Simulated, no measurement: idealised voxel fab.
process module | voxel transistor to metal
cross-section cut | 300 nm wide | cells 5 nm
A cross-section is a grid of square cells, given in bands from the top down. A band is one or more rows of cells.
Each band's line starts with the height of the band's top and of its bottom, in nm. Then come its materials from left to right, each with its width in nm. One material with "throughout" fills the band from edge to edge. "air" is empty space.
Height 0 is the level under which the wafer as received is all one material. The lowest band goes on downwards, as in "0 down".
A width such as "30 to 40" changes by the same amount from each row of cells to the next, from the band's top row to its bottom row.
"no change" after a step means that no cell of the cross-section changed.
closed voids: empty space of 8 cells or more with no open way to the top, each as width x height at its distance from the left edge, in nm
after a step's settings: what the simulator itself notes on the step
overlay nm, on a step with a mask: how far to the right of its planned place the mask lay; to the left if negative
plan
1 op RECEIVE | material Si
2 op OXIDIZE | depth nm 5
3 op CONFORMAL_DEP | material SiN | thk nm 10
4 op DIRECTIONAL_DEP | material aC | thk nm 15
5 op PATTERN | tone cover | mask id ACTIVE | material resist | width nm 105 | pitch nm 135 | thk nm 35 | overlay nm 0
6 op DIRECTIONAL_ETCH | etch materials aC | depth nm 15
7 op STRIP | etch materials resist
8 op DIRECTIONAL_ETCH | etch materials SiN | depth nm 10
9 op DIRECTIONAL_ETCH | etch materials SiO2 | depth nm 5
10 op DIRECTIONAL_ETCH | etch materials Si | depth nm 30
11 op STRIP | etch materials aC
12 op FILL_DEP | material SiO2 | thk nm 15
13 op CMP | height nm 10
14 op SELECTIVE_ETCH | etch materials SiO2 | depth nm 10
15 op STRIP | etch materials SiN
16 op SELECTIVE_ETCH | etch materials SiO2 | depth nm 5
17 op OXIDIZE | depth nm 5
18 op DIRECTIONAL_DEP | material polySi | thk nm 25
19 op DIRECTIONAL_DEP | material SiCN | thk nm 15
20 op MASKED_ETCH | tone cover | mask id GATE | width nm 25 | pitch nm 135 | etch materials SiCN | depth nm 25 | overlay nm 0
21 op MASKED_ETCH | tone cover | mask id GATE | width nm 25 | pitch nm 135 | etch materials polySi | depth nm 35 | overlay nm 0
22 op CONFORMAL_DEP | material SiN | thk nm 5
23 op DIRECTIONAL_ETCH | etch materials SiN | depth nm 5
24 op DIRECTIONAL_ETCH | etch materials SiO2 | depth nm 5
25 op DIRECTIONAL_ETCH | etch materials Si | depth nm 15
26 op EPI | material SiGe | thk nm 15
27 op FILL_DEP | material SiO2 | thk nm 10
28 op CMP | height nm 20
29 op STRIP | etch materials polySi
30 op SELECTIVE_ETCH | etch materials SiO2 | depth nm 5
31 op CONFORMAL_DEP | material HfO2 | thk nm 5
32 op CONFORMAL_DEP | material TiN | thk nm 5
33 op FILL_DEP | material W | thk nm 5
34 op CMP | height nm 15
35 op DIRECTIONAL_DEP | material SiO2 | thk nm 10
36 op DIRECTIONAL_DEP | material aC | thk nm 10
37 op PATTERN | tone open | mask id CONTACT | material resist | width nm 15 | thk nm 25 | overlay nm 0
38 op DIRECTIONAL_ETCH | etch materials aC | depth nm 10
39 op STRIP | etch materials resist
40 op DIRECTIONAL_ETCH | etch materials SiO2 | depth nm 35
41 op STRIP | etch materials aC
42 op CONFORMAL_DEP | material TiN | thk nm 5
43 op FILL_DEP | material W | thk nm 10
44 op CMP | height nm 25
45 op CONFORMAL_DEP | material SiN | thk nm 5
46 op DIRECTIONAL_DEP | material lowk | thk nm 20
47 op MASKED_ETCH | tone open | mask id METAL_1 | width nm 15 | etch materials lowk | depth nm 20 | overlay nm 0
48 op MASKED_ETCH | tone open | mask id METAL_1 | width nm 15 | etch materials SiN | depth nm 5 | overlay nm 0
49 op CONFORMAL_DEP | material TiN | thk nm 5
50 op FILL_DEP | material W | thk nm 5
51 op CMP | height nm 50
52 op CONFORMAL_DEP | material SiCN | thk nm 5
53 op DIRECTIONAL_DEP | material lowk | thk nm 30
54 op PATTERN | tone open | mask id METAL_2 | material resist | width nm 15 | pitch nm 135 | thk nm 20 | overlay nm 0
55 op DIRECTIONAL_ETCH | etch materials lowk | depth nm 20
56 op STRIP | etch materials resist
57 op PATTERN | tone open | mask id METAL_2_HOLES | material resist | width nm 15 | pitch nm 135 | thk nm 20 | overlay nm 0
58 op DIRECTIONAL_ETCH | etch materials lowk | depth nm 10
59 op DIRECTIONAL_ETCH | etch materials SiCN | depth nm 5
60 op STRIP | etch materials resist
61 op CONFORMAL_DEP | material TiN | thk nm 5
62 op FILL_DEP | material Ru | thk nm 5
63 op CMP | height nm 85
64 op CONFORMAL_DEP | material SiCN | thk nm 5
as received, after step 1
  0 down: Si throughout
  closed voids: none
first wafer at the end, as planned
  90 to 85: SiCN throughout
  85 to 55: lowk 35 | TiN 5 | Ru 5 | TiN 5 | lowk 120 | TiN 5 | Ru 5 | TiN 5 | lowk 115
  55 to 50: SiCN 35 | TiN 15 | SiCN 120 | TiN 15 | SiCN 115
  50 to 30: lowk 35 | TiN 5 | W 5 | TiN 5 | lowk 65 | TiN 5 | W 5 | TiN 5 | lowk 40 | TiN 5 | W 5 | TiN 5 | lowk 65 | TiN 5 | W 5 | TiN 5 | lowk 35
  30 to 25: SiN 35 | TiN 15 | SiN 65 | TiN 15 | SiN 40 | TiN 15 | SiN 65 | TiN 15 | SiN 35
  25 to 15: SiO2 35 | TiN 5 | W 5 | TiN 5 | SiO2 65 | TiN 5 | W 5 | TiN 5 | SiO2 40 | TiN 5 | W 5 | TiN 5 | SiO2 65 | TiN 5 | W 5 | TiN 5 | SiO2 35
  15 to 5: SiO2 35 | TiN 5 | W 5 | TiN 5 | SiO2 15 | SiN 5 | HfO2 5 | TiN 5 | W 5 | TiN 5 | HfO2 5 | SiN 5 | SiO2 15 | TiN 5 | W 5 | TiN 5 | SiO2 40 | TiN 5 | W 5 | TiN 5 | SiO2 15 | SiN 5 | HfO2 5 | TiN 5 | W 5 | TiN 5 | HfO2 5 | SiN 5 | SiO2 15 | TiN 5 | W 5 | TiN 5 | SiO2 35
  5 to 0: SiO2 35 | TiN 5 | W 5 | TiN 5 | SiGe 15 | SiN 5 | HfO2 5 | TiN 5 | W 5 | TiN 5 | HfO2 5 | SiN 5 | SiGe 15 | TiN 5 | W 5 | TiN 5 | SiO2 40 | TiN 5 | W 5 | TiN 5 | SiGe 15 | SiN 5 | HfO2 5 | TiN 5 | W 5 | TiN 5 | HfO2 5 | SiN 5 | SiGe 15 | TiN 5 | W 5 | TiN 5 | SiO2 35
  0 to -5: SiO2 35 | TiN 5 | W 5 | TiN 5 | SiGe 15 | SiN 5 | HfO2 5 | TiN 15 | HfO2 5 | SiN 5 | SiGe 15 | TiN 5 | W 5 | TiN 5 | SiO2 40 | TiN 5 | W 5 | TiN 5 | SiGe 15 | SiN 5 | HfO2 5 | TiN 15 | HfO2 5 | SiN 5 | SiGe 15 | TiN 5 | W 5 | TiN 5 | SiO2 35
  -5 to -10: SiO2 35 | TiN 15 | SiGe 15 | HfO2 35 | SiGe 15 | TiN 15 | SiO2 40 | TiN 15 | SiGe 15 | HfO2 35 | SiGe 15 | TiN 15 | SiO2 35
  -10 to -25: SiO2 30 | SiGe 35 | Si 35 | SiGe 35 | SiO2 30 | SiGe 35 | Si 35 | SiGe 35 | SiO2 30
  -25 to -35: SiO2 30 | Si 105 | SiO2 30 | Si 105 | SiO2 30
  -35 down: Si throughout
  closed voids: none
second wafer at the end: like start, like plan, one mistake
  90 to 85: SiCN throughout
  85 to 55: lowk 35 | TiN 5 | Ru 5 | TiN 5 | lowk 120 | TiN 5 | Ru 5 | TiN 5 | lowk 115
  55 to 50: SiCN 35 | TiN 15 | SiCN 120 | TiN 15 | SiCN 115
  50 to 30: lowk 35 | TiN 5 | W 5 | TiN 5 | lowk 65 | TiN 5 | W 5 | TiN 5 | lowk 40 | TiN 5 | W 5 | TiN 5 | lowk 65 | TiN 5 | W 5 | TiN 5 | lowk 35
  30 to 25: SiN 35 | TiN 15 | SiN 65 | TiN 15 | SiN 40 | TiN 15 | SiN 65 | TiN 15 | SiN 35
  25 to 15: SiO2 35 | TiN 5 | W 5 | TiN 5 | SiO2 65 | TiN 5 | W 5 | TiN 5 | SiO2 40 | TiN 5 | W 5 | TiN 5 | SiO2 65 | TiN 5 | W 5 | TiN 5 | SiO2 35
  15 to 5: SiO2 35 | TiN 5 | W 5 | TiN 5 | SiO2 15 | SiN 5 | HfO2 5 | TiN 5 | W 5 | TiN 5 | HfO2 5 | SiN 5 | SiO2 15 | TiN 5 | W 5 | TiN 5 | SiO2 40 | TiN 5 | W 5 | TiN 5 | SiO2 15 | SiN 5 | HfO2 5 | TiN 5 | W 5 | TiN 5 | HfO2 5 | SiN 5 | SiO2 15 | TiN 5 | W 5 | TiN 5 | SiO2 35
  5 to 0: SiO2 35 | TiN 5 | W 5 | TiN 5 | SiGe 15 | SiN 5 | HfO2 5 | TiN 5 | W 5 | TiN 5 | HfO2 5 | SiN 5 | SiGe 15 | TiN 5 | W 5 | TiN 5 | SiO2 40 | TiN 5 | W 5 | TiN 5 | SiGe 15 | SiN 5 | HfO2 5 | TiN 5 | W 5 | TiN 5 | HfO2 5 | SiN 5 | SiGe 15 | TiN 5 | W 5 | TiN 5 | SiO2 35
  0 to -5: SiO2 35 | TiN 5 | W 5 | TiN 5 | SiGe 15 | SiN 5 | HfO2 5 | TiN 15 | HfO2 5 | SiN 5 | SiGe 15 | TiN 5 | W 5 | TiN 5 | SiO2 40 | TiN 5 | W 5 | TiN 5 | SiGe 15 | SiN 5 | HfO2 5 | TiN 15 | HfO2 5 | SiN 5 | SiGe 15 | TiN 5 | W 5 | TiN 5 | SiO2 35
  -5 to -10: SiO2 35 | TiN 15 | SiGe 15 | HfO2 35 | SiGe 15 | TiN 15 | SiO2 40 | TiN 15 | SiGe 15 | HfO2 35 | SiGe 15 | TiN 15 | SiO2 35
  -10 to -20: SiO2 50 | SiGe 15 | Si 35 | SiGe 15 | SiO2 70 | SiGe 15 | Si 35 | SiGe 15 | SiO2 50
  -20 to -25: SiO2 30 | SiGe 15 | SiO2 5 | SiGe 15 | Si 35 | SiGe 15 | SiO2 5 | SiGe 15 | SiO2 30 | SiGe 15 | SiO2 5 | SiGe 15 | Si 35 | SiGe 15 | SiO2 5 | SiGe 15 | SiO2 30
  -25 to -35: SiO2 30 | SiGe 35 | Si 35 | SiGe 35 | SiO2 30 | SiGe 35 | Si 35 | SiGe 35 | SiO2 30
  -35 to -40: Si 30 | SiGe 35 | Si 35 | SiGe 35 | Si 30 | SiGe 35 | Si 35 | SiGe 35 | Si 30
  -40 down: Si throughout
  closed voids: none
what went wrong: step 25 was run twice
at the end the second wafer has, in cells: 84 fewer of Si | 48 more of SiGe | 36 more of SiO2
